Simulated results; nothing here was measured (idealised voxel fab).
The document below concerns the process module designated voxel ribs on slabs.
The cross-section shown here is cut; it is 250 nm wide and divided into square cells measuring 5 nm on a side.
Throughout this document, each cross-section is represented as a grid of square cells and is presented as a sequence of bands enumerated from the top downward, where a band comprises one or more rows of cells.
Within each band entry, the heights of the top and of the bottom of the band appear first, in that order and in nm; the materials of the band then follow from left to right, each with its corresponding width in nm. The designation "edge to edge" on a single material indicates that it fills the band from edge to edge; the designation "air" indicates empty space.
It should be noted that heights are counted from 0, beneath which the wafer as supplied is of one material throughout, and that the lowest band possesses no lower boundary but continues downward, as written in "0 and below".
So if you see something like "30..40" for the width, read it as the top row of the band sitting at the first number and the bottom row at the second, with every row in between moving by the same amount as the last.
The designation "changes: none", where it is given for a processing step, indicates that no cell of the cross-section was altered in the course of that step.
Reported under the label "Enclosed voids" are the empty spaces having no open way to the top and comprising 8 cells or more; the notation for each is width x height at distance, in which the distance is measured from the left edge and all three values are in nm.
It should be noted that, on the line of a given step, the content following the step's settings is a remark produced by the simulator itself with respect to that step.
overlay nm: step with mask; distance mask lay right of planned place; negative value = left of planned place.

STEPS IN THE PROCESS PLAN
1) RECEIVE: material Si
2) DIRECTIONAL_DEP: material SiO2, thk nm 30
3) DIRECTIONAL_DEP: material SiN, thk nm 15
4) PATTERN: tone cover, mask id RIB, material resist, width nm 25, thk nm 15, overlay nm 0
5) DIRECTIONAL_ETCH: etch materials SiN, depth nm 5
6) STRIP: etch materials resist
7) MASKED_ETCH: tone cover, mask id SLAB, width nm 75, etch materials SiN, depth nm 10, overlay nm 0
8) FILL_DEP: material SiO2, thk nm 25
9) CMP: height nm 60
10) DIRECTIONAL_DEP: material TiN, thk nm 10
11) DIRECTIONAL_DEP: material aC, thk nm 10
12) PATTERN: tone cover, mask id HEATER, material resist, width nm 35, thk nm 30, overlay nm 0
13) DIRECTIONAL_ETCH: etch materials aC, depth nm 10
14) STRIP: etch materials resist
15) DIRECTIONAL_ETCH: etch materials TiN, depth nm 10
16) STRIP: etch materials aC
17) CONFORMAL_DEP: material SiN, thk nm 5

CROSS-SECTION OF THE INCOMING WAFER, STATE AFTER STEP 1
* 0 and below: Si edge to edge
* Enclosed voids: none

FIRST OF TWO WAFERS, END-OF-MODULE SECTION, RUN FOLLOWED PLAN
* 75 down to 70: air 100 nm | SiN 45 nm | air 105 nm
* 70 down to 65: air 100 nm | SiN 5 nm | TiN 35 nm | SiN 5 nm | air 105 nm
* 65 down to 60: SiN 105 nm | TiN 35 nm | SiN 110 nm
* 60 down to 45: SiO2 edge to edge
* 45 down to 40: SiO2 110 nm | SiN 25 nm | SiO2 115 nm
* 40 down to 30: SiO2 85 nm | SiN 75 nm | SiO2 90 nm
* 30 down to 0: SiO2 edge to edge
* 0 and below: Si edge to edge
* Enclosed voids: none

SAME START, SAME PLAN AS THE FIRST WAFER - BUT ONE MISTAKE IN THE RUN. CROSS-SECTION OF THE SECOND OF THE TWO AT THE END OF THE MODULE
* 75 down to 70: air 100 nm | SiN 45 nm | air 105 nm
* 70 down to 65: air 100 nm | SiN 5 nm | TiN 35 nm | SiN 5 nm | air 105 nm
* 65 down to 60: SiN 105 nm | TiN 35 nm | SiN 110 nm
* 60 down to 55: SiO2 110 nm | SiN 25 nm | SiO2 115 nm
* 55 down to 45: SiO2 85 nm | SiN 75 nm | SiO2 90 nm
* 45 down to 30: SiN edge to edge
* 30 down to 0: SiO2 edge to edge
* 0 and below: Si edge to edge
* Enclosed voids: none
Here's what went sideways: yeah, plan step 3 got run twice
End of process, cell counts, second wafer against first, materials with more or fewer: +150 SiN; -150 SiO2
